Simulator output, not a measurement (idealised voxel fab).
Process module name: voxel capacitor over wiring
Xsec cut, 255 nm wide, square cell size 5 nm.
A cross-section in this document is a grid of square cells, and it is written down as bands, the top band listed before the ones below it; a band is made up of one or more rows of cells.
Per band: top height and bottom height in nm, followed by the left-to-right materials and their widths in nm; "full width" marks a single material spanning edge to edge, "blank" marks empty space.
Heights are expressed relative to 0, this being the level below which the as-received wafer comprises one material exclusively. The lowest band is unbounded in the downward direction and is denoted as in "0 nm and below".
Think of "30 to 40" as a width that walks from the first number to the second as you go down the band, top row to bottom row, taking equal-sized steps from row to row.
It should be understood that the words "changes: none", when stated for a given step, signify that the cross-section underwent no change in any of its cells during that step.
"Closed void catalog": sealed empty spaces, 8 cells or more, no open way to top, listed width x height at distance, with distance from the left edge and width, height and distance in nm.
On a step's line, text after the settings is the simulator commenting on that step.
Each step line may optionally specify "overlay nm", which for a step with a mask gives the rightward distance between the mask's planned place and where it lay, a negative value indicating the leftward direction.

Planned step list for the process
1. RECEIVE [material Si]
2. CONFORMAL_DEP [material SiO2] [thk nm 10]
3. CONFORMAL_DEP [material SiN] [thk nm 5]
4. DIRECTIONAL_DEP [material SiO2] [thk nm 20]
5. PATTERN [tone open] [mask id METAL_1] [material resist] [width nm 30] [pitch nm 80] [thk nm 15] [overlay nm 0]
6. DIRECTIONAL_ETCH [etch materials SiO2] [depth nm 20]
7. DIRECTIONAL_ETCH [etch materials SiN] [depth nm 5]
8. STRIP [etch materials resist]
9. CONFORMAL_DEP [material TiN] [thk nm 5]
10. FILL_DEP [material Ru] [thk nm 5]
11. CMP [height nm 35]
12. EPI [material Ru] [thk nm 5]
13. FILL_DEP [material SiCN] [thk nm 5]
14. DIRECTIONAL_DEP [material lowk] [thk nm 10]
15. PATTERN [tone open] [mask id PLUG_1] [material resist] [width nm 15] [thk nm 15] [overlay nm 0]
16. DIRECTIONAL_ETCH [etch materials lowk] [depth nm 10]
17. DIRECTIONAL_ETCH [etch materials SiCN] [depth nm 5]
18. STRIP [etch materials resist]
19. EPI [material Ru] [thk nm 10]
20. EPI [material Ru] [thk nm 5]
21. DIRECTIONAL_DEP [material TiN] [thk nm 5]
22. DIRECTIONAL_DEP [material SiN] [thk nm 5]
23. DIRECTIONAL_DEP [material TiN] [thk nm 10]
24. DIRECTIONAL_DEP [material aC] [thk nm 10]
25. PATTERN [tone cover] [mask id UPPER_PLATE] [material resist] [width nm 55] [thk nm 25] [overlay nm 0]
26. DIRECTIONAL_ETCH [etch materials aC] [depth nm 10]
27. STRIP [etch materials resist]
28. DIRECTIONAL_ETCH [etch materials TiN] [depth nm 10]
29. DIRECTIONAL_ETCH [etch materials SiN] [depth nm 5]
30. STRIP [etch materials aC]
31. PATTERN [tone cover] [mask id LOWER_PLATE] [material resist] [width nm 65] [thk nm 20] [overlay nm 0]
32. DIRECTIONAL_ETCH [etch materials TiN] [depth nm 5]
33. STRIP [etch materials resist]
34. FILL_DEP [material SiO2] [thk nm 15]
35. CMP [height nm 85]
36. DIRECTIONAL_DEP [material aC] [thk nm 10]
37. PATTERN [tone open] [mask id PLUG_2] [material resist] [width nm 15] [thk nm 30] [overlay nm 0]
38. DIRECTIONAL_ETCH [etch materials aC] [depth nm 10]
39. STRIP [etch materials resist]
40. DIRECTIONAL_ETCH [etch materials SiO2] [depth nm 10]
41. STRIP [etch materials aC]
42. CONFORMAL_DEP [material TiN] [thk nm 5]
43. FILL_DEP [material Ru] [thk nm 5]
44. CMP [height nm 85]
45. CONFORMAL_DEP [material SiN] [thk nm 5]

Here's what the wafer looked like in cross-section when it arrived - that's after step 1
* 0 nm and below  Si full width
* Closed void catalog: none

Cross-section, end of module. Start: as above. Plan: as above. Execution: one mistake
* 90 nm to 85 nm  SiN full width
* 85 nm to 80 nm  SiO2 95 nm; TiN 15 nm; SiO2 145 nm
* 80 nm to 75 nm  SiO2 85 nm; TiN 5 nm; SiO2 5 nm; TiN 45 nm; SiO2 115 nm
* 75 nm to 70 nm  SiO2 85 nm; TiN 55 nm; SiO2 115 nm
* 70 nm to 65 nm  SiO2 85 nm; SiN 5 nm; TiN 5 nm; SiN 45 nm; SiO2 115 nm
* 65 nm to 60 nm  Ru 90 nm; SiN 5 nm; Ru 160 nm
* 60 nm to 55 nm  TiN 85 nm; Ru 15 nm; TiN 155 nm
* 55 nm to 50 nm  lowk 85 nm; TiN 15 nm; lowk 155 nm
* 50 nm to 45 nm  lowk 85 nm; Ru 15 nm; lowk 155 nm
* 45 nm to 40 nm  SiCN 85 nm; Ru 15 nm; SiCN 155 nm
* 40 nm to 35 nm  SiCN 65 nm; Ru 40 nm; SiCN 40 nm; Ru 40 nm; SiCN 70 nm
* 35 nm to 15 nm  SiO2 70 nm; TiN 5 nm; Ru 20 nm; TiN 5 nm; SiO2 50 nm; TiN 5 nm; Ru 20 nm; TiN 5 nm; SiO2 75 nm
* 15 nm to 10 nm  SiN 70 nm; TiN 30 nm; SiN 50 nm; TiN 30 nm; SiN 75 nm
* 10 nm to 0 nm  SiO2 full width
* 0 nm and below  Si full width
* Closed void catalog: none
The mistake made against the process plan was this: contrary to the plan, steps 20 and 21 were processed in exchanged order
